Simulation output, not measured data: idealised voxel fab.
The document below concerns the process module designated voxel ribs on slabs.
The width of the displayed cross-section, cut, is 175 nm; its cells are square, with a size of 5 nm.
A cross-section is written here as square cells arranged in a grid, and it is given in bands from the top down, each band taking up one or more rows of cells. The entry gives the band's vertical extent as a top height and a bottom height in nm, then its horizontal make-up as materials from left to right, each with a width in nm. "blank" stands for empty space; a single material marked "all across" fills the band edge to edge. Height datum 0, below which the as-received substrate wafer is one material. Lowest band open at the bottom, running downward: "z 0 and below". Width "30..40": first value at the band's top row of cells, second value at its bottom row, equal change from row to row. Take "changes: none" at face value: in the step it is given for, the cross-section changed in none of its cells. Empty spaces counting at least 8 cells and having no open way to the top are listed in "Closed empty spaces". The notation width x height at distance is used for each, the distance being from the left edge and all three values in nm. It should be noted that, on the line of a given step, the content following the step's settings is a remark produced by the simulator itself with respect to that step. A step line may carry the setting "overlay nm", which, for steps involving a mask, states the distance by which the mask lay to the right of its intended position; negative values denote displacement to the left. Note: before/after cross-section pairs follow, one process step per pair, after-side truncated at the lowest changed band, step and settings given beneath. Different runs of this module on the same starting wafer may supply the pairs; a pair continues the one above only where the "before" entry says so.
## before
> z 0 and below  Si all across
> Closed empty spaces: none
## Sectional View, Post-Process
> z 20 to 0  SiO2 all across
> Below 0, the layers are the same as they were.
> Closed empty spaces: none
As a process note, the step between the before and after cross-sections shown above is DIRECTIONAL_DEP (material SiO2; thk nm 20)
before: the state before this step is the cross-section shown after the step in the pair just above.
## Sectional View, Post-Process
> z 35 to 20  SiN all across
> Below 20, the layers are the same as they were.
> Closed empty spaces: none
As a process note, the step between the before and after cross-sections shown above is DIRECTIONAL_DEP (material SiN; thk nm 15)
before: the state before this step is the cross-section shown after the step in the pair just above.
## Sectional View, Post-Process
> z 35 to 30  75 blank; 25 SiN; 75 blank
> Below 30, the layers are the same as they were.
> Closed empty spaces: none
As a process note, the step between the before and after cross-sections shown above is MASKED_ETCH (tone cover; mask id RIB; width nm 25; etch materials SiN; depth nm 5; overlay nm 0)
before: the state before this step is the cross-section shown after the step in the pair just above.
## Sectional View, Post-Process
> z 35 to 30  75 blank; 25 SiN; 75 blank
> z 30 to 20  60 blank; 55 SiN; 60 blank
> Below 20, the layers are the same as they were.
> Closed empty spaces: none
As a process note, the step between the before and after cross-sections shown above is MASKED_ETCH (tone cover; mask id SLAB; width nm 55; etch materials SiN; depth nm 10; overlay nm 0)
before: the state before this step is the cross-section shown after the step in the pair just above.
## Sectional View, Post-Process
> z 50 to 35  SiO2 all across
> z 35 to 30  75 SiO2; 25 SiN; 75 SiO2
> z 30 to 20  60 SiO2; 55 SiN; 60 SiO2
> Below 20, the layers are the same as they were.
> Closed empty spaces: none
As a process note, the step between the before and after cross-sections shown above is FILL_DEP (material SiO2; thk nm 15)
before: the state before this step is the cross-section shown after the step in the pair just above.
## Sectional View, Post-Process
> z 45 to 35  SiO2 all across
> Below 35, the layers are the same as they were.
> Closed empty spaces: none
As a process note, the step between the before and after cross-sections shown above is CMP (height nm 45)
before: the state before this step is the cross-section shown after the step in the pair just above.
## Sectional View, Post-Process
> z 55 to 45  W all across
> Below 45, the layers are the same as they were.
> Closed empty spaces: none
As a process note, the step between the before and after cross-sections shown above is DIRECTIONAL_DEP (material W; thk nm 10)
before: the state before this step is the cross-section shown after the step in the pair just above.
## Sectional View, Post-Process
> z 70 to 55  70 blank; 35 resist; 70 blank
> Below 55, the layers are the same as they were.
> Closed empty spaces: none
As a process note, the step between the before and after cross-sections shown above is PATTERN (tone cover; mask id HEATER; material resist; width nm 35; thk nm 15; overlay nm 0)
before: the state before this step is the cross-section shown after the step in the pair just above.
## Sectional View, Post-Process
> z 70 to 55  70 blank; 35 resist; 70 blank
> z 55 to 45  70 blank; 35 W; 70 blank
> Below 45, the layers are the same as they were.
> Closed empty spaces: none
As a process note, the step between the before and after cross-sections shown above is DIRECTIONAL_ETCH (etch materials W; depth nm 10)
before: the state before this step is the cross-section shown after the step in the pair just above.
## Sectional View, Post-Process
> z 55 to 45  70 blank; 35 W; 70 blank
> Below 45, the layers are the same as they were.
> Closed empty spaces: none
As a process note, the step between the before and after cross-sections shown above is STRIP (etch materials resist)
before: the state before this step is the cross-section shown after the step in the pair just above.
## Sectional View, Post-Process
> z 65 to 55  60 blank; 55 SiN; 60 blank
> z 55 to 45  70 SiN; 35 W; 70 SiN
> Below 45, the layers are the same as they were.
> Closed empty spaces: none
As a process note, the step between the before and after cross-sections shown above is CONFORMAL_DEP (material SiN; thk nm 10)
## before
> z 20 to 0  SiO2 all across
> z 0 and below  Si all across
> Closed empty spaces: none
## Sectional View, Post-Process
> z 40 to 0  SiO2 all across
> Below 0, the layers are the same as they were.
> Closed empty spaces: none
As a process note, the step between the before and after cross-sections shown above is DIRECTIONAL_DEP (material SiO2; thk nm 20)
before: the state before this step is the cross-section shown after the step in the pair just above.
## Sectional View, Post-Process
> z 55 to 40  SiN all across
> Below 40, the layers are the same as they were.
> Closed empty spaces: none
As a process note, the step between the before and after cross-sections shown above is DIRECTIONAL_DEP (material SiN; thk nm 15)
before: the state before this step is the cross-section shown after the step in the pair just above.
## Sectional View, Post-Process
> z 55 to 50  75 blank; 25 SiN; 75 blank
> Below 50, the layers are the same as they were.
> Closed empty spaces: none
As a process note, the step between the before and after cross-sections shown above is MASKED_ETCH (tone cover; mask id RIB; width nm 25; etch materials SiN; depth nm 5; overlay nm 0)
before: the state before this step is the cross-section shown after the step in the pair just above.
## Sectional View, Post-Process
> z 55 to 50  75 blank; 25 SiN; 75 blank
> z 50 to 40  60 blank; 55 SiN; 60 blank
> Below 40, the layers are the same as they were.
> Closed empty spaces: none
As a process note, the step between the before and after cross-sections shown above is MASKED_ETCH (tone cover; mask id SLAB; width nm 55; etch materials SiN; depth nm 10; overlay nm 0)
before: the state before this step is the cross-section shown after the step in the pair just above.
## Sectional View, Post-Process
> z 70 to 55  SiO2 all across
> z 55 to 50  75 SiO2; 25 SiN; 75 SiO2
> z 50 to 40  60 SiO2; 55 SiN; 60 SiO2
> Below 40, the layers are the same as they were.
> Closed empty spaces: none
As a process note, the step between the before and after cross-sections shown above is FILL_DEP (material SiO2; thk nm 15)
before: the state before this step is the cross-section shown after the step in the pair just above.
## Sectional View, Post-Process
> z 45 to 40  60 SiO2; 55 SiN; 60 SiO2
> Below 40, the layers are the same as they were.
> Closed empty spaces: none
As a process note, the step between the before and after cross-sections shown above is CMP (height nm 45)
before: the state before this step is the cross-section shown after the step in the pair just above.
## Sectional View, Post-Process
> z 55 to 45  W all across
> Below 45, the layers are the same as they were.
> Closed empty spaces: none
As a process note, the step between the before and after cross-sections shown above is DIRECTIONAL_DEP (material W; thk nm 10)
before: the state before this step is the cross-section shown after the step in the pair just above.
## Sectional View, Post-Process
> z 70 to 55  70 blank; 35 resist; 70 blank
> Below 55, the layers are the same as they were.
> Closed empty spaces: none
As a process note, the step between the before and after cross-sections shown above is PATTERN (tone cover; mask id HEATER; material resist; width nm 35; thk nm 15; overlay nm 0)
before: the state before this step is the cross-section shown after the step in the pair just above.
## Sectional View, Post-Process
> z 70 to 55  70 blank; 35 resist; 70 blank
> z 55 to 45  70 blank; 35 W; 70 blank
> Below 45, the layers are the same as they were.
> Closed empty spaces: none
As a process note, the step between the before and after cross-sections shown above is DIRECTIONAL_ETCH (etch materials W; depth nm 10)
before: the state before this step is the cross-section shown after the step in the pair just above.
## Sectional View, Post-Process
> z 55 to 45  70 blank; 35 W; 70 blank
> Below 45, the layers are the same as they were.
> Closed empty spaces: none
As a process note, the step between the before and after cross-sections shown above is STRIP (etch materials resist)
before: the state before this step is the cross-section shown after the step in the pair just above.
## Sectional View, Post-Process
> z 65 to 55  60 blank; 55 SiN; 60 blank
> z 55 to 45  70 SiN; 35 W; 70 SiN
> Below 45, the layers are the same as they were.
> Closed empty spaces: none
As a process note, the step between the before and after cross-sections shown above is CONFORMAL_DEP (material SiN; thk nm 10)
## before
> z 0 and below  Si all across
> Closed empty spaces: none
## Sectional View, Post-Process
> z 15 to 0  SiN all across
> Below 0, the layers are the same as they were.
> Closed empty spaces: none
As a process note, the step between the before and after cross-sections shown above is DIRECTIONAL_DEP (material SiN; thk nm 15)
before: the state before this step is the cross-section shown after the step in the pair just above.
## Sectional View, Post-Process
> z 35 to 15  SiO2 all across
> Below 15, the layers are the same as they were.
> Closed empty spaces: none
As a process note, the step between the before and after cross-sections shown above is DIRECTIONAL_DEP (material SiO2; thk nm 20)
before: the state before this step is the cross-section shown after the step in the pair just above.
## Sectional View, Post-Process
> z 50 to 15  SiO2 all across
> Below 15, the layers are the same as they were.
> Closed empty spaces: none
As a process note, the step between the before and after cross-sections shown above is FILL_DEP (material SiO2; thk nm 15)
before: the state before this step is the cross-section shown after the step in the pair just above.
## Sectional View, Post-Process
> z 45 to 15  SiO2 all across
> Below 15, the layers are the same as they were.
> Closed empty spaces: none
As a process note, the step between the before and after cross-sections shown above is CMP (height nm 45)
before: the state before this step is the cross-section shown after the step in the pair just above.
## Sectional View, Post-Process
> z 55 to 45  W all across
> Below 45, the layers are the same as they were.
> Closed empty spaces: none
As a process note, the step between the before and after cross-sections shown above is DIRECTIONAL_DEP (material W; thk nm 10)
before: the state before this step is the cross-section shown after the step in the pair just above.
## Sectional View, Post-Process
> z 70 to 55  70 blank; 35 resist; 70 blank
> Below 55, the layers are the same as they were.
> Closed empty spaces: none
As a process note, the step between the before and after cross-sections shown above is PATTERN (tone cover; mask id HEATER; material resist; width nm 35; thk nm 15; overlay nm 0)
before: the state before this step is the cross-section shown after the step in the pair just above.
## Sectional View, Post-Process
> z 70 to 55  70 blank; 35 resist; 70 blank
> z 55 to 45  70 blank; 35 W; 70 blank
> Below 45, the layers are the same as they were.
> Closed empty spaces: none
As a process note, the step between the before and after cross-sections shown above is DIRECTIONAL_ETCH (etch materials W; depth nm 10)
before: the state before this step is the cross-section shown after the step in the pair just above.
## Sectional View, Post-Process
> z 55 to 45  70 blank; 35 W; 70 blank
> Below 45, the layers are the same as they were.
> Closed empty spaces: none
As a process note, the step between the before and after cross-sections shown above is STRIP (etch materials resist)
before: the state before this step is the cross-section shown after the step in the pair just above.
## Sectional View, Post-Process
> z 65 to 55  60 blank; 55 SiN; 60 blank
> z 55 to 45  70 SiN; 35 W; 70 SiN
> Below 45, the layers are the same as they were.
> Closed empty spaces: none
As a process note, the step between the before and after cross-sections shown above is CONFORMAL_DEP (material SiN; thk nm 10)
## before
> z 35 to 30  75 blank; 25 SiN; 75 blank
> z 30 to 20  SiN all across
> z 20 to 0  SiO2 all across
> z 0 and below  Si all across
> Closed empty spaces: none
## Sectional View, Post-Process
> z 35 to 25  75..60 blank; 25..55 SiN; 75..60 blank
> Below 25, the layers are the same as they were.
> Closed empty spaces: none
As a process note, the step between the before and after cross-sections shown above is MASKED_ETCH (tone cover; mask id SLAB; width nm 55; etch materials SiN; depth nm 5; overlay nm 0)
before: the state before this step is the cross-section shown after the step in the pair just above.
## Sectional View, Post-Process
> z 50 to 35  SiO2 all across
> z 35 to 25  75..60 SiO2; 25..55 SiN; 75..60 SiO2
> Below 25, the layers are the same as they were.
> Closed empty spaces: none
As a process note, the step between the before and after cross-sections shown above is FILL_DEP (material SiO2; thk nm 15)
before: the state before this step is the cross-section shown after the step in the pair just above.
## Sectional View, Post-Process
> z 45 to 35  SiO2 all across
> Below 35, the layers are the same as they were.
> Closed empty spaces: none
As a process note, the step between the before and after cross-sections shown above is CMP (height nm 45)
before: the state before this step is the cross-section shown after the step in the pair just above.
## Sectional View, Post-Process
> z 55 to 45  W all across
> Below 45, the layers are the same as they were.
> Closed empty spaces: none
As a process note, the step between the before and after cross-sections shown above is DIRECTIONAL_DEP (material W; thk nm 10)
before: the state before this step is the cross-section shown after the step in the pair just above.
## Sectional View, Post-Process
> z 70 to 55  70 blank; 35 resist; 70 blank
> Below 55, the layers are the same as they were.
> Closed empty spaces: none
As a process note, the step between the before and after cross-sections shown above is PATTERN (tone cover; mask id HEATER; material resist; width nm 35; thk nm 15; overlay nm 0)
before: the state before this step is the cross-section shown after the step in the pair just above.
## Sectional View, Post-Process
> z 70 to 55  70 blank; 35 resist; 70 blank
> z 55 to 45  70 blank; 35 W; 70 blank
> Below 45, the layers are the same as they were.
> Closed empty spaces: none
As a process note, the step between the before and after cross-sections shown above is DIRECTIONAL_ETCH (etch materials W; depth nm 10)
before: the state before this step is the cross-section shown after the step in the pair just above.
## Sectional View, Post-Process
> z 55 to 45  70 blank; 35 W; 70 blank
> Below 45, the layers are the same as they were.
> Closed empty spaces: none
As a process note, the step between the before and after cross-sections shown above is STRIP (etch materials resist)
before: the state before this step is the cross-section shown after the step in the pair just above.
## Sectional View, Post-Process
> z 65 to 55  60 blank; 55 SiN; 60 blank
> z 55 to 45  70 SiN; 35 W; 70 SiN
> Below 45, the layers are the same as they were.
> Closed empty spaces: none
As a process note, the step between the before and after cross-sections shown above is CONFORMAL_DEP (material SiN; thk nm 10)
## before
> z 35 to 30  75 blank; 25 SiN; 75 blank
> z 30 to 20  SiN all across
> z 20 to 0  SiO2 all across
> z 0 and below  Si all across
> Closed empty spaces: none
## Sectional View, Post-Process
> z 35 to 30  75 blank; 25 SiN; 75 blank
> z 30 to 20  60 blank; 60 SiN; 55 blank
> Below 20, the layers are the same as they were.
> Closed empty spaces: none
As a process note, the step between the before and after cross-sections shown above is MASKED_ETCH (tone cover; mask id SLAB; width nm 60; etch materials SiN; depth nm 10; overlay nm 0)
before: the state before this step is the cross-section shown after the step in the pair just above.
## Sectional View, Post-Process
> z 50 to 35  SiO2 all across
> z 35 to 30  75 SiO2; 25 SiN; 75 SiO2
> z 30 to 20  60 SiO2; 60 SiN; 55 SiO2
> Below 20, the layers are the same as they were.
> Closed empty spaces: none
As a process note, the step between the before and after cross-sections shown above is FILL_DEP (material SiO2; thk nm 15)
before: the state before this step is the cross-section shown after the step in the pair just above.
## Sectional View, Post-Process
> z 45 to 35  SiO2 all across
> Below 35, the layers are the same as they were.
> Closed empty spaces: none
As a process note, the step between the before and after cross-sections shown above is CMP (height nm 45)
before: the state before this step is the cross-section shown after the step in the pair just above.
## Sectional View, Post-Process
> z 55 to 45  W all across
> Below 45, the layers are the same as they were.
> Closed empty spaces: none
As a process note, the step between the before and after cross-sections shown above is DIRECTIONAL_DEP (material W; thk nm 10)
before: the state before this step is the cross-section shown after the step in the pair just above.
## Sectional View, Post-Process
> z 70 to 55  70 blank; 35 resist; 70 blank
> Below 55, the layers are the same as they were.
> Closed empty spaces: none
As a process note, the step between the before and after cross-sections shown above is PATTERN (tone cover; mask id HEATER; material resist; width nm 35; thk nm 15; overlay nm 0)
before: the state before this step is the cross-section shown after the step in the pair just above.
## Sectional View, Post-Process
> z 70 to 55  70 blank; 35 resist; 70 blank
> z 55 to 45  70 blank; 35 W; 70 blank
> Below 45, the layers are the same as they were.
> Closed empty spaces: none
As a process note, the step between the before and after cross-sections shown above is DIRECTIONAL_ETCH (etch materials W; depth nm 10)
before: the state before this step is the cross-section shown after the step in the pair just above.
## Sectional View, Post-Process
> z 55 to 45  70 blank; 35 W; 70 blank
> Below 45, the layers are the same as they were.
> Closed empty spaces: none
As a process note, the step between the before and after cross-sections shown above is STRIP (etch materials resist)
before: the state before this step is the cross-section shown after the step in the pair just above.
## Sectional View, Post-Process
> z 65 to 55  60 blank; 55 SiN; 60 blank
> z 55 to 45  70 SiN; 35 W; 70 SiN
> Below 45, the layers are the same as they were.
> Closed empty spaces: none
As a process note, the step between the before and after cross-sections shown above is CONFORMAL_DEP (material SiN; thk nm 10)
## before
> z 35 to 20  SiN all across
> z 20 to 0  SiO2 all across
> z 0 and below  Si all across
> Closed empty spaces: none
## Sectional View, Post-Process
> z 35 to 30  65 blank; 25 SiN; 85 blank
> Below 30, the layers are the same as they were.
> Closed empty spaces: none
As a process note, the step between the before and after cross-sections shown above is MASKED_ETCH (tone cover; mask id RIB; width nm 25; etch materials SiN; depth nm 5; overlay nm -10)
before: the state before this step is the cross-section shown after the step in the pair just above.
## Sectional View, Post-Process
> z 35 to 30  65 blank; 25 SiN; 85 blank
> z 30 to 20  60 blank; 55 SiN; 60 blank
> Below 20, the layers are the same as they were.
> Closed empty spaces: none
As a process note, the step between the before and after cross-sections shown above is MASKED_ETCH (tone cover; mask id SLAB; width nm 55; etch materials SiN; depth nm 10; overlay nm 0)
before: the state before this step is the cross-section shown after the step in the pair just above.
## Sectional View, Post-Process
> z 50 to 35  SiO2 all across
> z 35 to 30  65 SiO2; 25 SiN; 85 SiO2
> z 30 to 20  60 SiO2; 55 SiN; 60 SiO2
> Below 20, the layers are the same as they were.
> Closed empty spaces: none
As a process note, the step between the before and after cross-sections shown above is FILL_DEP (material SiO2; thk nm 15)
before: the state before this step is the cross-section shown after the step in the pair just above.
## Sectional View, Post-Process
> z 45 to 35  SiO2 all across
> Below 35, the layers are the same as they were.
> Closed empty spaces: none
As a process note, the step between the before and after cross-sections shown above is CMP (height nm 45)
before: the state before this step is the cross-section shown after the step in the pair just above.
## Sectional View, Post-Process
> z 55 to 45  W all across
> Below 45, the layers are the same as they were.
> Closed empty spaces: none
As a process note, the step between the before and after cross-sections shown above is DIRECTIONAL_DEP (material W; thk nm 10)
before: the state before this step is the cross-section shown after the step in the pair just above.
## Sectional View, Post-Process
> z 70 to 55  70 blank; 35 resist; 70 blank
> Below 55, the layers are the same as they were.
> Closed empty spaces: none
As a process note, the step between the before and after cross-sections shown above is PATTERN (tone cover; mask id HEATER; material resist; width nm 35; thk nm 15; overlay nm 0)
before: the state before this step is the cross-section shown after the step in the pair just above.
## Sectional View, Post-Process
> z 70 to 55  70 blank; 35 resist; 70 blank
> z 55 to 45  70 blank; 35 W; 70 blank
> Below 45, the layers are the same as they were.
> Closed empty spaces: none
As a process note, the step between the before and after cross-sections shown above is DIRECTIONAL_ETCH (etch materials W; depth nm 10)
before: the state before this step is the cross-section shown after the step in the pair just above.
## Sectional View, Post-Process
> z 55 to 45  70 blank; 35 W; 70 blank
> Below 45, the layers are the same as they were.
> Closed empty spaces: none
As a process note, the step between the before and after cross-sections shown above is STRIP (etch materials resist)
before: the state before this step is the cross-section shown after the step in the pair just above.
## Sectional View, Post-Process
> z 65 to 55  60 blank; 55 SiN; 60 blank
> z 55 to 45  70 SiN; 35 W; 70 SiN
> Below 45, the layers are the same as they were.
> Closed empty spaces: none
As a process note, the step between the before and after cross-sections shown above is CONFORMAL_DEP (material SiN; thk nm 10)
## before
> z 0 and below  Si all across
> Closed empty spaces: none
## Sectional View, Post-Process
> z 20 to 0  W all across
> Below 0, the layers are the same as they were.
> Closed empty spaces: none
As a process note, the step between the before and after cross-sections shown above is DIRECTIONAL_DEP (material W; thk nm 20)
before: the state before this step is the cross-section shown after the step in the pair just above.
## Sectional View, Post-Process
> z 35 to 20  SiN all across
> Below 20, the layers are the same as they were.
> Closed empty spaces: none
As a process note, the step between the before and after cross-sections shown above is DIRECTIONAL_DEP (material SiN; thk nm 15)
before: the state before this step is the cross-section shown after the step in the pair just above.
## Sectional View, Post-Process
> z 35 to 30  75 blank; 25 SiN; 75 blank
> Below 30, the layers are the same as they were.
> Closed empty spaces: none
As a process note, the step between the before and after cross-sections shown above is MASKED_ETCH (tone cover; mask id RIB; width nm 25; etch materials SiN; depth nm 5; overlay nm 0)
before: the state before this step is the cross-section shown after the step in the pair just above.
## Sectional View, Post-Process
> z 35 to 30  75 blank; 25 SiN; 75 blank
> z 30 to 20  60 blank; 55 SiN; 60 blank
> Below 20, the layers are the same as they were.
> Closed empty spaces: none
As a process note, the step between the before and after cross-sections shown above is MASKED_ETCH (tone cover; mask id SLAB; width nm 55; etch materials SiN; depth nm 10; overlay nm 0)
before: the state before this step is the cross-section shown after the step in the pair just above.
## Sectional View, Post-Process
> z 50 to 35  SiO2 all across
> z 35 to 30  75 SiO2; 25 SiN; 75 SiO2
> z 30 to 20  60 SiO2; 55 SiN; 60 SiO2
> Below 20, the layers are the same as they were.
> Closed empty spaces: none
As a process note, the step between the before and after cross-sections shown above is FILL_DEP (material SiO2; thk nm 15)
before: the state before this step is the cross-section shown after the step in the pair just above.
## Sectional View, Post-Process
> z 45 to 35  SiO2 all across
> Below 35, the layers are the same as they were.
> Closed empty spaces: none
As a process note, the step between the before and after cross-sections shown above is CMP (height nm 45)
before: the state before this step is the cross-section shown after the step in the pair just above.
## Sectional View, Post-Process
> z 55 to 45  W all across
> Below 45, the layers are the same as they were.
> Closed empty spaces: none
As a process note, the step between the before and after cross-sections shown above is DIRECTIONAL_DEP (material W; thk nm 10)
before: the state before this step is the cross-section shown after the step in the pair just above.
## Sectional View, Post-Process
> z 70 to 55  70 blank; 35 resist; 70 blank
> Below 55, the layers are the same as they were.
> Closed empty spaces: none
As a process note, the step between the before and after cross-sections shown above is PATTERN (tone cover; mask id HEATER; material resist; width nm 35; thk nm 15; overlay nm 0)
before: the state before this step is the cross-section shown after the step in the pair just above.
## Sectional View, Post-Process
> z 70 to 55  70 blank; 35 resist; 70 blank
> z 55 to 45  70 blank; 35 W; 70 blank
> Below 45, the layers are the same as they were.
> Closed empty spaces: none
As a process note, the step between the before and after cross-sections shown above is DIRECTIONAL_ETCH (etch materials W; depth nm 10)
before: the state before this step is the cross-section shown after the step in the pair just above.
## Sectional View, Post-Process
> z 55 to 45  70 blank; 35 W; 70 blank
> Below 45, the layers are the same as they were.
> Closed empty spaces: none
As a process note, the step between the before and after cross-sections shown above is STRIP (etch materials resist)
before: the state before this step is the cross-section shown after the step in the pair just above.
## Sectional View, Post-Process
> z 65 to 55  60 blank; 55 SiN; 60 blank
> z 55 to 45  70 SiN; 35 W; 70 SiN
> Below 45, the layers are the same as they were.
> Closed empty spaces: none
As a process note, the step between the before and after cross-sections shown above is CONFORMAL_DEP (material SiN; thk nm 10)
## before
> z 35 to 30  75 blank; 25 SiN; 75 blank
> z 30 to 20  SiN all across
> z 20 to 0  SiO2 all across
> z 0 and below  Si all across
> Closed empty spaces: none
## Sectional View, Post-Process
> z 30 to 25  60 SiN; 55 blank; 60 SiN
> z 25 to 20  60 SiN; 15 blank; 25 SiN; 15 blank; 60 SiN
> Below 20, the layers are the same as they were.
> Closed empty spaces: none
As a process note, the step between the before and after cross-sections shown above is MASKED_ETCH (tone open; mask id SLAB; width nm 55; etch materials SiN; depth nm 10; overlay nm 0)
before: the state before this step is the cross-section shown after the step in the pair just above.
## Sectional View, Post-Process
> z 45 to 30  SiO2 all across
> z 30 to 25  60 SiN; 55 SiO2; 60 SiN
> z 25 to 20  60 SiN; 15 SiO2; 25 SiN; 15 SiO2; 60 SiN
> Below 20, the layers are the same as they were.
> Closed empty spaces: none
As a process note, the step between the before and after cross-sections shown above is FILL_DEP (material SiO2; thk nm 15)
before: the state before this step is the cross-section shown after the step in the pair just above.
## Sectional View, Post-Process
> z 55 to 45  W all across
> Below 45, the layers are the same as they were.
> Closed empty spaces: none
As a process note, the step between the before and after cross-sections shown above is DIRECTIONAL_DEP (material W; thk nm 10)
before: the state before this step is the cross-section shown after the step in the pair just above.
## Sectional View, Post-Process
> z 70 to 55  70 blank; 35 resist; 70 blank
> Below 55, the layers are the same as they were.
> Closed empty spaces: none
As a process note, the step between the before and after cross-sections shown above is PATTERN (tone cover; mask id HEATER; material resist; width nm 35; thk nm 15; overlay nm 0)
before: the state before this step is the cross-section shown after the step in the pair just above.
## Sectional View, Post-Process
> z 70 to 55  70 blank; 35 resist; 70 blank
> z 55 to 45  70 blank; 35 W; 70 blank
> Below 45, the layers are the same as they were.
> Closed empty spaces: none
As a process note, the step between the before and after cross-sections shown above is DIRECTIONAL_ETCH (etch materials W; depth nm 10)
before: the state before this step is the cross-section shown after the step in the pair just above.
## Sectional View, Post-Process
> z 55 to 45  70 blank; 35 W; 70 blank
> Below 45, the layers are the same as they were.
> Closed empty spaces: none
As a process note, the step between the before and after cross-sections shown above is STRIP (etch materials resist)
before: the state before this step is the cross-section shown after the step in the pair just above.
## Sectional View, Post-Process
> z 65 to 55  60 blank; 55 SiN; 60 blank
> z 55 to 45  70 SiN; 35 W; 70 SiN
> Below 45, the layers are the same as they were.
> Closed empty spaces: none
As a process note, the step between the before and after cross-sections shown above is CONFORMAL_DEP (material SiN; thk nm 10)
